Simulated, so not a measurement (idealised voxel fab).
process module | voxel ribs on slabs
cross-section cut | 275 nm wide | cells 5 nm
A cross-section is a grid of square cells, given in bands from the top down. A band is one or more rows of cells.
Each band's line starts with the height of the band's top and of its bottom, in nm. Then come its materials from left to right, each with its width in nm. One material with "throughout" fills the band from edge to edge. "air" is empty space.
Height 0 is the level under which the wafer as received is all one material. The lowest band goes on downwards, as in "0 down".
A width such as "30 to 40" changes by the same amount from each row of cells to the next, from the band's top row to its bottom row.
"no change" after a step means that no cell of the cross-section changed.
closed voids: empty space of 8 cells or more with no open way to the top, each as width x height at its distance from the left edge, in nm
after a step's settings: what the simulator itself notes on the step
overlay nm, on a step with a mask: how far to the right of its planned place the mask lay; to the left if negative
Each pair below shows a cross-section before one step and the cross-section after it, down to the lowest band that changed. The line under each pair gives the step between them, with its settings. The pairs can come from different runs of this module on the same starting wafer, so a pair continues from the pair above only where its "before" says so.
before
  0 down: Si throughout
  closed voids: none
after
  30 to 0: SiO2 throughout
  below 0: unchanged
  closed voids: none
the step between: op DIRECTIONAL_DEP | material SiO2 | thk nm 30
before: the cross-section after the pair above
after
  50 to 30: SiN throughout
  below 30: unchanged
  closed voids: none
the step between: op DIRECTIONAL_DEP | material SiN | thk nm 20
before: the cross-section after the pair above
after
  65 to 50: aC throughout
  below 50: unchanged
  closed voids: none
the step between: op DIRECTIONAL_DEP | material aC | thk nm 15
before: the cross-section after the pair above
after
  100 to 65: air 120 | resist 30 | air 125
  below 65: unchanged
  closed voids: none
the step between: op PATTERN | tone cover | mask id RIB | material resist | width nm 30 | thk nm 35 | overlay nm 0
before: the cross-section after the pair above
after
  85 to 65: air 120 | resist 30 | air 125
  65 to 50: air 120 | aC 30 | air 125
  below 50: unchanged
  closed voids: none
the step between: op DIRECTIONAL_ETCH | etch materials aC | depth nm 15
before: the cross-section after the pair above
after
  65 to 50: air 120 | aC 30 | air 125
  below 50: unchanged
  closed voids: none
the step between: op STRIP | etch materials resist
before: the cross-section after the pair above
after
  65 to 50: air 120 | aC 30 | air 125
  50 to 45: air 120 | SiN 30 | air 125
  below 45: unchanged
  closed voids: none
the step between: op DIRECTIONAL_ETCH | etch materials SiN | depth nm 5
before: the cross-section after the pair above
after
  50 to 45: air 120 | SiN 30 | air 125
  below 45: unchanged
  closed voids: none
the step between: op STRIP | etch materials aC
before: the cross-section after the pair above
after
  60 to 55: air 120 | aC 30 | air 125
  55 to 50: aC throughout
  50 to 45: aC 120 | SiN 30 | aC 125
  below 45: unchanged
  closed voids: none
the step between: op DIRECTIONAL_DEP | material aC | thk nm 10
before: the cross-section after the pair above
after
  90 to 60: air 95 | resist 80 | air 100
  60 to 55: air 95 | resist 25 | aC 30 | resist 25 | air 100
  below 55: unchanged
  closed voids: none
the step between: op PATTERN | tone cover | mask id SLAB | material resist | width nm 80 | thk nm 30 | overlay nm 0
before: the cross-section after the pair above
after
  80 to 60: air 95 | resist 80 | air 100
  60 to 55: air 95 | resist 25 | aC 30 | resist 25 | air 100
  55 to 50: air 95 | aC 80 | air 100
  50 to 45: air 95 | aC 25 | SiN 30 | aC 25 | air 100
  below 45: unchanged
  closed voids: none
the step between: op DIRECTIONAL_ETCH | etch materials aC | depth nm 10
before: the cross-section after the pair above
after
  60 to 50: air 120 to 95 | aC 30 to 80 | air 125 to 100
  below 50: unchanged
  closed voids: none
the step between: op STRIP | etch materials resist
before: the cross-section after the pair above
after
  60 to 50: air 120 to 95 | aC 30 to 80 | air 125 to 100
  50 to 45: air 95 | aC 25 | SiN 30 | aC 25 | air 100
  45 to 30: air 95 | SiN 80 | air 100
  below 30: unchanged
  closed voids: none
the step between: op DIRECTIONAL_ETCH | etch materials SiN | depth nm 15
before: the cross-section after the pair above
after
  50 to 45: air 120 | SiN 30 | air 125
  below 45: unchanged
  closed voids: none
the step between: op STRIP | etch materials aC
before: the cross-section after the pair above
after
  75 to 50: SiO2 throughout
  50 to 45: SiO2 120 | SiN 30 | SiO2 125
  45 to 30: SiO2 95 | SiN 80 | SiO2 100
  below 30: unchanged
  closed voids: none
the step between: op FILL_DEP | material SiO2 | thk nm 25
before: the cross-section after the pair above
after
  65 to 50: SiO2 throughout
  below 50: unchanged
  closed voids: none
the step between: op CMP | height nm 65
before: the cross-section after the pair above
after
  70 to 65: TiN throughout
  below 65: unchanged
  closed voids: none
the step between: op DIRECTIONAL_DEP | material TiN | thk nm 5
before: the cross-section after the pair above
after
  90 to 70: air 115 | resist 40 | air 120
  below 70: unchanged
  closed voids: none
the step between: op PATTERN | tone cover | mask id HEATER | material resist | width nm 40 | thk nm 20 | overlay nm 0
before: the cross-section after the pair above
after
  90 to 70: air 115 | resist 40 | air 120
  70 to 65: air 115 | TiN 40 | air 120
  below 65: unchanged
  closed voids: none
the step between: op DIRECTIONAL_ETCH | etch materials TiN | depth nm 5
before: the cross-section after the pair above
after
  70 to 65: air 115 | TiN 40 | air 120
  below 65: unchanged
  closed voids: none
the step between: op STRIP | etch materials resist
before: the cross-section after the pair above
after
  80 to 75: air 105 | SiO2 60 | air 110
  75 to 70: SiO2 throughout
  70 to 65: SiO2 115 | TiN 40 | SiO2 120
  below 65: unchanged
  closed voids: none
the step between: op CONFORMAL_DEP | material SiO2 | thk nm 10
before
  30 to 0: SiO2 throughout
  0 down: Si throughout
  closed voids: none
after
  60 to 0: SiO2 throughout
  below 0: unchanged
  closed voids: none
the step between: op DIRECTIONAL_DEP | material SiO2 | thk nm 30
before: the cross-section after the pair above
after
  80 to 60: SiN throughout
  below 60: unchanged
  closed voids: none
the step between: op DIRECTIONAL_DEP | material SiN | thk nm 20
before: the cross-section after the pair above
after
  95 to 80: aC throughout
  below 80: unchanged
  closed voids: none
the step between: op DIRECTIONAL_DEP | material aC | thk nm 15
before: the cross-section after the pair above
after
  130 to 95: air 120 | resist 30 | air 125
  below 95: unchanged
  closed voids: none
the step between: op PATTERN | tone cover | mask id RIB | material resist | width nm 30 | thk nm 35 | overlay nm 0
before: the cross-section after the pair above
after
  115 to 95: air 120 | resist 30 | air 125
  95 to 80: air 120 | aC 30 | air 125
  below 80: unchanged
  closed voids: none
the step between: op DIRECTIONAL_ETCH | etch materials aC | depth nm 15
before: the cross-section after the pair above
after
  95 to 80: air 120 | aC 30 | air 125
  below 80: unchanged
  closed voids: none
the step between: op STRIP | etch materials resist
before: the cross-section after the pair above
after
  95 to 80: air 120 | aC 30 | air 125
  80 to 75: air 120 | SiN 30 | air 125
  below 75: unchanged
  closed voids: none
the step between: op DIRECTIONAL_ETCH | etch materials SiN | depth nm 5
before: the cross-section after the pair above
after
  80 to 75: air 120 | SiN 30 | air 125
  below 75: unchanged
  closed voids: none
the step between: op STRIP | etch materials aC
before: the cross-section after the pair above
after
  90 to 85: air 120 | aC 30 | air 125
  85 to 80: aC throughout
  80 to 75: aC 120 | SiN 30 | aC 125
  below 75: unchanged
  closed voids: none
the step between: op DIRECTIONAL_DEP | material aC | thk nm 10
before: the cross-section after the pair above
after
  120 to 90: air 95 | resist 80 | air 100
  90 to 85: air 95 | resist 25 | aC 30 | resist 25 | air 100
  below 85: unchanged
  closed voids: none
the step between: op PATTERN | tone cover | mask id SLAB | material resist | width nm 80 | thk nm 30 | overlay nm 0
before: the cross-section after the pair above
after
  110 to 90: air 95 | resist 80 | air 100
  90 to 85: air 95 | resist 25 | aC 30 | resist 25 | air 100
  85 to 80: air 95 | aC 80 | air 100
  80 to 75: air 95 | aC 25 | SiN 30 | aC 25 | air 100
  below 75: unchanged
  closed voids: none
the step between: op DIRECTIONAL_ETCH | etch materials aC | depth nm 10
before: the cross-section after the pair above
after
  90 to 80: air 120 to 95 | aC 30 to 80 | air 125 to 100
  below 80: unchanged
  closed voids: none
the step between: op STRIP | etch materials resist
before: the cross-section after the pair above
after
  90 to 80: air 120 to 95 | aC 30 to 80 | air 125 to 100
  80 to 75: air 95 | aC 25 | SiN 30 | aC 25 | air 100
  75 to 60: air 95 | SiN 80 | air 100
  below 60: unchanged
  closed voids: none
the step between: op DIRECTIONAL_ETCH | etch materials SiN | depth nm 15
before: the cross-section after the pair above
after
  80 to 75: air 120 | SiN 30 | air 125
  below 75: unchanged
  closed voids: none
the step between: op STRIP | etch materials aC
before: the cross-section after the pair above
after
  105 to 80: SiO2 throughout
  80 to 75: SiO2 120 | SiN 30 | SiO2 125
  75 to 60: SiO2 95 | SiN 80 | SiO2 100
  below 60: unchanged
  closed voids: none
the step between: op FILL_DEP | material SiO2 | thk nm 25
before: the cross-section after the pair above
after
  65 to 60: SiO2 95 | SiN 80 | SiO2 100
  below 60: unchanged
  closed voids: none
the step between: op CMP | height nm 65
before: the cross-section after the pair above
after
  70 to 65: TiN throughout
  below 65: unchanged
  closed voids: none
the step between: op DIRECTIONAL_DEP | material TiN | thk nm 5
before: the cross-section after the pair above
after
  90 to 70: air 115 | resist 40 | air 120
  below 70: unchanged
  closed voids: none
the step between: op PATTERN | tone cover | mask id HEATER | material resist | width nm 40 | thk nm 20 | overlay nm 0
before: the cross-section after the pair above
after
  90 to 70: air 115 | resist 40 | air 120
  70 to 65: air 115 | TiN 40 | air 120
  below 65: unchanged
  closed voids: none
the step between: op DIRECTIONAL_ETCH | etch materials TiN | depth nm 5
before: the cross-section after the pair above
after
  70 to 65: air 115 | TiN 40 | air 120
  below 65: unchanged
  closed voids: none
the step between: op STRIP | etch materials resist
before: the cross-section after the pair above
after
  80 to 75: air 105 | SiO2 60 | air 110
  75 to 70: SiO2 throughout
  70 to 65: SiO2 115 | TiN 40 | SiO2 120
  below 65: unchanged
  closed voids: none
the step between: op CONFORMAL_DEP | material SiO2 | thk nm 10
before
  0 down: Si throughout
  closed voids: none
after
  20 to 0: SiN throughout
  below 0: unchanged
  closed voids: none
the step between: op DIRECTIONAL_DEP | material SiN | thk nm 20
before: the cross-section after the pair above
after
  50 to 20: SiO2 throughout
  below 20: unchanged
  closed voids: none
the step between: op DIRECTIONAL_DEP | material SiO2 | thk nm 30
before: the cross-section after the pair above
after
  65 to 50: aC throughout
  below 50: unchanged
  closed voids: none
the step between: op DIRECTIONAL_DEP | material aC | thk nm 15
before: the cross-section after the pair above
after
  100 to 65: air 120 | resist 30 | air 125
  below 65: unchanged
  closed voids: none
the step between: op PATTERN | tone cover | mask id RIB | material resist | width nm 30 | thk nm 35 | overlay nm 0
before: the cross-section after the pair above
after
  85 to 65: air 120 | resist 30 | air 125
  65 to 50: air 120 | aC 30 | air 125
  below 50: unchanged
  closed voids: none
the step between: op DIRECTIONAL_ETCH | etch materials aC | depth nm 15
before: the cross-section after the pair above
after
  65 to 50: air 120 | aC 30 | air 125
  below 50: unchanged
  closed voids: none
the step between: op STRIP | etch materials resist
before: the cross-section after the pair above
after
  50 to 20: SiO2 throughout
  below 20: unchanged
  closed voids: none
the step between: op STRIP | etch materials aC
before: the cross-section after the pair above
after
  60 to 50: aC throughout
  below 50: unchanged
  closed voids: none
the step between: op DIRECTIONAL_DEP | material aC | thk nm 10
before: the cross-section after the pair above
after
  90 to 60: air 95 | resist 80 | air 100
  below 60: unchanged
  closed voids: none
the step between: op PATTERN | tone cover | mask id SLAB | material resist | width nm 80 | thk nm 30 | overlay nm 0
before: the cross-section after the pair above
after
  80 to 60: air 95 | resist 80 | air 100
  60 to 50: air 95 | aC 80 | air 100
  below 50: unchanged
  closed voids: none
the step between: op DIRECTIONAL_ETCH | etch materials aC | depth nm 10
before: the cross-section after the pair above
after
  60 to 50: air 95 | aC 80 | air 100
  below 50: unchanged
  closed voids: none
the step between: op STRIP | etch materials resist
before: the cross-section after the pair above
after
  50 to 20: SiO2 throughout
  below 20: unchanged
  closed voids: none
the step between: op STRIP | etch materials aC
before: the cross-section after the pair above
after
  75 to 20: SiO2 throughout
  below 20: unchanged
  closed voids: none
the step between: op FILL_DEP | material SiO2 | thk nm 25
before: the cross-section after the pair above
after
  65 to 20: SiO2 throughout
  below 20: unchanged
  closed voids: none
the step between: op CMP | height nm 65
before: the cross-section after the pair above
after
  70 to 65: TiN throughout
  below 65: unchanged
  closed voids: none
the step between: op DIRECTIONAL_DEP | material TiN | thk nm 5
before: the cross-section after the pair above
after
  90 to 70: air 115 | resist 40 | air 120
  below 70: unchanged
  closed voids: none
the step between: op PATTERN | tone cover | mask id HEATER | material resist | width nm 40 | thk nm 20 | overlay nm 0
before: the cross-section after the pair above
after
  90 to 70: air 115 | resist 40 | air 120
  70 to 65: air 115 | TiN 40 | air 120
  below 65: unchanged
  closed voids: none
the step between: op DIRECTIONAL_ETCH | etch materials TiN | depth nm 5
before: the cross-section after the pair above
after
  70 to 65: air 115 | TiN 40 | air 120
  below 65: unchanged
  closed voids: none
the step between: op STRIP | etch materials resist
before: the cross-section after the pair above
after
  80 to 75: air 105 | SiO2 60 | air 110
  75 to 70: SiO2 throughout
  70 to 65: SiO2 115 | TiN 40 | SiO2 120
  below 65: unchanged
  closed voids: none
the step between: op CONFORMAL_DEP | material SiO2 | thk nm 10
before
  0 down: Si throughout
  closed voids: none
after
  25 to 0: SiO2 throughout
  below 0: unchanged
  closed voids: none
the step between: op DIRECTIONAL_DEP | material SiO2 | thk nm 25
before: the cross-section after the pair above
after
  45 to 25: SiN throughout
  below 25: unchanged
  closed voids: none
the step between: op DIRECTIONAL_DEP | material SiN | thk nm 20
before: the cross-section after the pair above
after
  60 to 45: aC throughout
  below 45: unchanged
  closed voids: none
the step between: op DIRECTIONAL_DEP | material aC | thk nm 15
before: the cross-section after the pair above
after
  95 to 60: air 120 | resist 30 | air 125
  below 60: unchanged
  closed voids: none
the step between: op PATTERN | tone cover | mask id RIB | material resist | width nm 30 | thk nm 35 | overlay nm 0
before: the cross-section after the pair above
after
  80 to 60: air 120 | resist 30 | air 125
  60 to 45: air 120 | aC 30 | air 125
  below 45: unchanged
  closed voids: none
the step between: op DIRECTIONAL_ETCH | etch materials aC | depth nm 15
before: the cross-section after the pair above
after
  60 to 45: air 120 | aC 30 | air 125
  below 45: unchanged
  closed voids: none
the step between: op STRIP | etch materials resist
before: the cross-section after the pair above
after
  60 to 45: air 120 | aC 30 | air 125
  45 to 40: air 120 | SiN 30 | air 125
  below 40: unchanged
  closed voids: none
the step between: op DIRECTIONAL_ETCH | etch materials SiN | depth nm 5
before: the cross-section after the pair above
after
  45 to 40: air 120 | SiN 30 | air 125
  below 40: unchanged
  closed voids: none
the step between: op STRIP | etch materials aC
before: the cross-section after the pair above
after
  55 to 50: air 120 | aC 30 | air 125
  50 to 45: aC throughout
  45 to 40: aC 120 | SiN 30 | aC 125
  below 40: unchanged
  closed voids: none
the step between: op DIRECTIONAL_DEP | material aC | thk nm 10
before: the cross-section after the pair above
after
  85 to 55: air 95 | resist 80 | air 100
  55 to 50: air 95 | resist 25 | aC 30 | resist 25 | air 100
  below 50: unchanged
  closed voids: none
the step between: op PATTERN | tone cover | mask id SLAB | material resist | width nm 80 | thk nm 30 | overlay nm 0
before: the cross-section after the pair above
after
  75 to 55: air 95 | resist 80 | air 100
  55 to 50: air 95 | resist 25 | aC 30 | resist 25 | air 100
  50 to 45: air 95 | aC 80 | air 100
  45 to 40: air 95 | aC 25 | SiN 30 | aC 25 | air 100
  below 40: unchanged
  closed voids: none
the step between: op DIRECTIONAL_ETCH | etch materials aC | depth nm 10
before: the cross-section after the pair above
after
  55 to 45: air 120 to 95 | aC 30 to 80 | air 125 to 100
  below 45: unchanged
  closed voids: none
the step between: op STRIP | etch materials resist
before: the cross-section after the pair above
after
  55 to 45: air 120 to 95 | aC 30 to 80 | air 125 to 100
  45 to 40: air 95 | aC 25 | SiN 30 | aC 25 | air 100
  40 to 25: air 95 | SiN 80 | air 100
  below 25: unchanged
  closed voids: none
the step between: op DIRECTIONAL_ETCH | etch materials SiN | depth nm 15
before: the cross-section after the pair above
after
  45 to 40: air 120 | SiN 30 | air 125
  below 40: unchanged
  closed voids: none
the step between: op STRIP | etch materials aC
before: the cross-section after the pair above
after
  70 to 45: SiO2 throughout
  45 to 40: SiO2 120 | SiN 30 | SiO2 125
  40 to 25: SiO2 95 | SiN 80 | SiO2 100
  below 25: unchanged
  closed voids: none
the step between: op FILL_DEP | material SiO2 | thk nm 25
before: the cross-section after the pair above
after
  65 to 45: SiO2 throughout
  below 45: unchanged
  closed voids: none
the step between: op CMP | height nm 65
before: the cross-section after the pair above
after
  70 to 65: TiN throughout
  below 65: unchanged
  closed voids: none
the step between: op DIRECTIONAL_DEP | material TiN | thk nm 5
before: the cross-section after the pair above
after
  90 to 70: air 115 | resist 40 | air 120
  below 70: unchanged
  closed voids: none
the step between: op PATTERN | tone cover | mask id HEATER | material resist | width nm 40 | thk nm 20 | overlay nm 0
before: the cross-section after the pair above
after
  90 to 70: air 115 | resist 40 | air 120
  70 to 65: air 115 | TiN 40 | air 120
  below 65: unchanged
  closed voids: none
the step between: op DIRECTIONAL_ETCH | etch materials TiN | depth nm 5
before: the cross-section after the pair above
after
  70 to 65: air 115 | TiN 40 | air 120
  below 65: unchanged
  closed voids: none
the step between: op STRIP | etch materials resist
before: the cross-section after the pair above
after
  80 to 75: air 105 | SiO2 60 | air 110
  75 to 70: SiO2 throughout
  70 to 65: SiO2 115 | TiN 40 | SiO2 120
  below 65: unchanged
  closed voids: none
the step between: op CONFORMAL_DEP | material SiO2 | thk nm 10
before
  70 to 65: TiN throughout
  65 to 50: SiO2 throughout
  50 to 45: SiO2 120 | SiN 30 | SiO2 125
  45 to 30: SiO2 95 | SiN 80 | SiO2 100
  30 to 0: SiO2 throughout
  0 down: Si throughout
  closed voids: none
after
  90 to 70: air 110 | resist 50 | air 115
  below 70: unchanged
  closed voids: none
the step between: op PATTERN | tone cover | mask id HEATER | material resist | width nm 50 | thk nm 20 | overlay nm 0
before: the cross-section after the pair above
after
  90 to 70: air 110 | resist 50 | air 115
  70 to 65: air 110 | TiN 50 | air 115
  below 65: unchanged
  closed voids: none
the step between: op DIRECTIONAL_ETCH | etch materials TiN | depth nm 5
before: the cross-section after the pair above
after
  70 to 65: air 110 | TiN 50 | air 115
  below 65: unchanged
  closed voids: none
the step between: op STRIP | etch materials resist
before: the cross-section after the pair above
after
  80 to 75: air 100 | SiO2 70 | air 105
  75 to 70: SiO2 throughout
  70 to 65: SiO2 110 | TiN 50 | SiO2 115
  below 65: unchanged
  closed voids: none
the step between: op CONFORMAL_DEP | material SiO2 | thk nm 10
before
  65 to 50: aC throughout
  50 to 30: SiN throughout
  30 to 0: SiO2 throughout
  0 down: Si throughout
  closed voids: none
after
  100 to 65: air 130 | resist 30 | air 115
  below 65: unchanged
  closed voids: none
the step between: op PATTERN | tone cover | mask id RIB | material resist | width nm 30 | thk nm 35 | overlay nm 10
before: the cross-section after the pair above
after
  85 to 65: air 130 | resist 30 | air 115
  65 to 50: air 130 | aC 30 | air 115
  below 50: unchanged
  closed voids: none
the step between: op DIRECTIONAL_ETCH | etch materials aC | depth nm 15
before: the cross-section after the pair above
after
  65 to 50: air 130 | aC 30 | air 115
  below 50: unchanged
  closed voids: none
the step between: op STRIP | etch materials resist
before: the cross-section after the pair above
after
  65 to 50: air 130 | aC 30 | air 115
  50 to 45: air 130 | SiN 30 | air 115
  below 45: unchanged
  closed voids: none
the step between: op DIRECTIONAL_ETCH | etch materials SiN | depth nm 5
before: the cross-section after the pair above
after
  50 to 45: air 130 | SiN 30 | air 115
  below 45: unchanged
  closed voids: none
the step between: op STRIP | etch materials aC
before: the cross-section after the pair above
after
  60 to 55: air 130 | aC 30 | air 115
  55 to 50: aC throughout
  50 to 45: aC 130 | SiN 30 | aC 115
  below 45: unchanged
  closed voids: none
the step between: op DIRECTIONAL_DEP | material aC | thk nm 10
before: the cross-section after the pair above
after
  90 to 60: air 95 | resist 80 | air 100
  60 to 55: air 95 | resist 35 | aC 30 | resist 15 | air 100
  below 55: unchanged
  closed voids: none
the step between: op PATTERN | tone cover | mask id SLAB | material resist | width nm 80 | thk nm 30 | overlay nm 0
before: the cross-section after the pair above
after
  80 to 60: air 95 | resist 80 | air 100
  60 to 55: air 95 | resist 35 | aC 30 | resist 15 | air 100
  55 to 50: air 95 | aC 80 | air 100
  50 to 45: air 95 | aC 35 | SiN 30 | aC 15 | air 100
  below 45: unchanged
  closed voids: none
the step between: op DIRECTIONAL_ETCH | etch materials aC | depth nm 10
before: the cross-section after the pair above
after
  60 to 50: air 130 to 95 | aC 30 to 80 | air 115 to 100
  below 50: unchanged
  closed voids: none
the step between: op STRIP | etch materials resist
before: the cross-section after the pair above
after
  60 to 50: air 130 to 95 | aC 30 to 80 | air 115 to 100
  50 to 45: air 95 | aC 35 | SiN 30 | aC 15 | air 100
  45 to 30: air 95 | SiN 80 | air 100
  below 30: unchanged
  closed voids: none
the step between: op DIRECTIONAL_ETCH | etch materials SiN | depth nm 15
before: the cross-section after the pair above
after
  50 to 45: air 130 | SiN 30 | air 115
  below 45: unchanged
  closed voids: none
the step between: op STRIP | etch materials aC
before: the cross-section after the pair above
after
  75 to 50: SiO2 throughout
  50 to 45: SiO2 130 | SiN 30 | SiO2 115
  45 to 30: SiO2 95 | SiN 80 | SiO2 100
  below 30: unchanged
  closed voids: none
the step between: op FILL_DEP | material SiO2 | thk nm 25
before: the cross-section after the pair above
after
  65 to 50: SiO2 throughout
  below 50: unchanged
  closed voids: none
the step between: op CMP | height nm 65
before: the cross-section after the pair above
after
  70 to 65: TiN throughout
  below 65: unchanged
  closed voids: none
the step between: op DIRECTIONAL_DEP | material TiN | thk nm 5
before: the cross-section after the pair above
after
  90 to 70: air 115 | resist 40 | air 120
  below 70: unchanged
  closed voids: none
the step between: op PATTERN | tone cover | mask id HEATER | material resist | width nm 40 | thk nm 20 | overlay nm 0
before: the cross-section after the pair above
after
  90 to 70: air 115 | resist 40 | air 120
  70 to 65: air 115 | TiN 40 | air 120
  below 65: unchanged
  closed voids: none
the step between: op DIRECTIONAL_ETCH | etch materials TiN | depth nm 5
before: the cross-section after the pair above
after
  70 to 65: air 115 | TiN 40 | air 120
  below 65: unchanged
  closed voids: none
the step between: op STRIP | etch materials resist
before: the cross-section after the pair above
after
  80 to 75: air 105 | SiO2 60 | air 110
  75 to 70: SiO2 throughout
  70 to 65: SiO2 115 | TiN 40 | SiO2 120
  below 65: unchanged
  closed voids: none
the step between: op CONFORMAL_DEP | material SiO2 | thk nm 10
before
  50 to 45: air 120 | SiN 30 | air 125
  45 to 30: SiN throughout
  30 to 0: SiO2 throughout
  0 down: Si throughout
  closed voids: none
after
  60 to 55: air 120 | SiN 30 | air 125
  55 to 30: SiN throughout
  below 30: unchanged
  closed voids: none
the step between: op DIRECTIONAL_DEP | material SiN | thk nm 10
before: the cross-section after the pair above
after
  90 to 60: air 95 | resist 80 | air 100
  60 to 55: air 95 | resist 25 | SiN 30 | resist 25 | air 100
  below 55: unchanged
  closed voids: none
the step between: op PATTERN | tone cover | mask id SLAB | material resist | width nm 80 | thk nm 30 | overlay nm 0
before: the cross-section after the pair above
after
  80 to 60: air 95 | resist 80 | air 100
  below 60: unchanged
  closed voids: none
the step between: op DIRECTIONAL_ETCH | etch materials aC | depth nm 10
before: the cross-section after the pair above
after
  60 to 55: air 120 | SiN 30 | air 125
  below 55: unchanged
  closed voids: none
the step between: op STRIP | etch materials resist
before: the cross-section after the pair above
after
  45 to 40: air 120 | SiN 30 | air 125
  below 40: unchanged
  closed voids: none
the step between: op DIRECTIONAL_ETCH | etch materials SiN | depth nm 15
before: the cross-section after the pair above
after
  70 to 45: SiO2 throughout
  45 to 40: SiO2 120 | SiN 30 | SiO2 125
  below 40: unchanged
  closed voids: none
the step between: op FILL_DEP | material SiO2 | thk nm 25
before: the cross-section after the pair above
after
  65 to 45: SiO2 throughout
  below 45: unchanged
  closed voids: none
the step between: op CMP | height nm 65
before: the cross-section after the pair above
after
  70 to 65: TiN throughout
  below 65: unchanged
  closed voids: none
the step between: op DIRECTIONAL_DEP | material TiN | thk nm 5
before: the cross-section after the pair above
after
  90 to 70: air 115 | resist 40 | air 120
  below 70: unchanged
  closed voids: none
the step between: op PATTERN | tone cover | mask id HEATER | material resist | width nm 40 | thk nm 20 | overlay nm 0
before: the cross-section after the pair above
after
  90 to 70: air 115 | resist 40 | air 120
  70 to 65: air 115 | TiN 40 | air 120
  below 65: unchanged
  closed voids: none
the step between: op DIRECTIONAL_ETCH | etch materials TiN | depth nm 5
before: the cross-section after the pair above
after
  70 to 65: air 115 | TiN 40 | air 120
  below 65: unchanged
  closed voids: none
the step between: op STRIP | etch materials resist
before: the cross-section after the pair above
after
  80 to 75: air 105 | SiO2 60 | air 110
  75 to 70: SiO2 throughout
  70 to 65: SiO2 115 | TiN 40 | SiO2 120
  below 65: unchanged
  closed voids: none
the step between: op CONFORMAL_DEP | material SiO2 | thk nm 10
before
  65 to 50: aC throughout
  50 to 30: SiN throughout
  30 to 0: SiO2 throughout
  0 down: Si throughout
  closed voids: none
after
  100 to 65: resist 120 | air 30 | resist 125
  below 65: unchanged
  closed voids: none
the step between: op PATTERN | tone open | mask id RIB | material resist | width nm 30 | thk nm 35 | overlay nm 0
before: the cross-section after the pair above
after
  85 to 65: resist 120 | air 30 | resist 125
  65 to 50: aC 120 | air 30 | aC 125
  below 50: unchanged
  closed voids: none
the step between: op DIRECTIONAL_ETCH | etch materials aC | depth nm 15
before: the cross-section after the pair above
after
  65 to 50: aC 120 | air 30 | aC 125
  below 50: unchanged
  closed voids: none
the step between: op STRIP | etch materials resist
before: the cross-section after the pair above
after
  65 to 50: aC 120 | air 30 | aC 125
  50 to 45: SiN 120 | air 30 | SiN 125
  below 45: unchanged
  closed voids: none
the step between: op DIRECTIONAL_ETCH | etch materials SiN | depth nm 5
before: the cross-section after the pair above
after
  50 to 45: SiN 120 | air 30 | SiN 125
  below 45: unchanged
  closed voids: none
the step between: op STRIP | etch materials aC
before: the cross-section after the pair above
after
  60 to 55: aC 120 | air 30 | aC 125
  55 to 50: aC throughout
  50 to 45: SiN 120 | aC 30 | SiN 125
  below 45: unchanged
  closed voids: none
the step between: op DIRECTIONAL_DEP | material aC | thk nm 10
before: the cross-section after the pair above
after
  90 to 60: air 95 | resist 80 | air 100
  60 to 55: aC 120 | resist 30 | aC 125
  below 55: unchanged
  closed voids: none
the step between: op PATTERN | tone cover | mask id SLAB | material resist | width nm 80 | thk nm 30 | overlay nm 0
before: the cross-section after the pair above
after
  80 to 60: air 95 | resist 80 | air 100
  60 to 55: air 95 | aC 25 | resist 30 | aC 25 | air 100
  55 to 50: air 95 | aC 80 | air 100
  below 50: unchanged
  closed voids: none
the step between: op DIRECTIONAL_ETCH | etch materials aC | depth nm 10
before: the cross-section after the pair above
after
  60 to 55: air 95 | aC 25 | air 30 | aC 25 | air 100
  below 55: unchanged
  closed voids: none
the step between: op STRIP | etch materials resist
before: the cross-section after the pair above
after
  60 to 55: air 95 | aC 25 | air 30 | aC 25 | air 100
  55 to 50: air 95 | aC 80 | air 100
  50 to 45: air 95 | SiN 25 | aC 30 | SiN 25 | air 100
  45 to 35: air 95 | SiN 80 | air 100
  below 35: unchanged
  closed voids: none
the step between: op DIRECTIONAL_ETCH | etch materials SiN | depth nm 15
before: the cross-section after the pair above
after
  50 to 45: air 95 | SiN 25 | air 30 | SiN 25 | air 100
  below 45: unchanged
  closed voids: none
the step between: op STRIP | etch materials aC
before: the cross-section after the pair above
after
  75 to 50: SiO2 throughout
  50 to 45: SiO2 95 | SiN 25 | SiO2 30 | SiN 25 | SiO2 100
  45 to 35: SiO2 95 | SiN 80 | SiO2 100
  below 35: unchanged
  closed voids: none
the step between: op FILL_DEP | material SiO2 | thk nm 25
before: the cross-section after the pair above
after
  65 to 50: SiO2 throughout
  below 50: unchanged
  closed voids: none
the step between: op CMP | height nm 65
before: the cross-section after the pair above
after
  70 to 65: TiN throughout
  below 65: unchanged
  closed voids: none
the step between: op DIRECTIONAL_DEP | material TiN | thk nm 5
before: the cross-section after the pair above
after
  90 to 70: air 115 | resist 40 | air 120
  below 70: unchanged
  closed voids: none
the step between: op PATTERN | tone cover | mask id HEATER | material resist | width nm 40 | thk nm 20 | overlay nm 0
before: the cross-section after the pair above
after
  90 to 70: air 115 | resist 40 | air 120
  70 to 65: air 115 | TiN 40 | air 120
  below 65: unchanged
  closed voids: none
the step between: op DIRECTIONAL_ETCH | etch materials TiN | depth nm 5
before: the cross-section after the pair above
after
  70 to 65: air 115 | TiN 40 | air 120
  below 65: unchanged
  closed voids: none
the step between: op STRIP | etch materials resist
before: the cross-section after the pair above
after
  80 to 75: air 105 | SiO2 60 | air 110
  75 to 70: SiO2 throughout
  70 to 65: SiO2 115 | TiN 40 | SiO2 120
  below 65: unchanged
  closed voids: none
the step between: op CONFORMAL_DEP | material SiO2 | thk nm 10
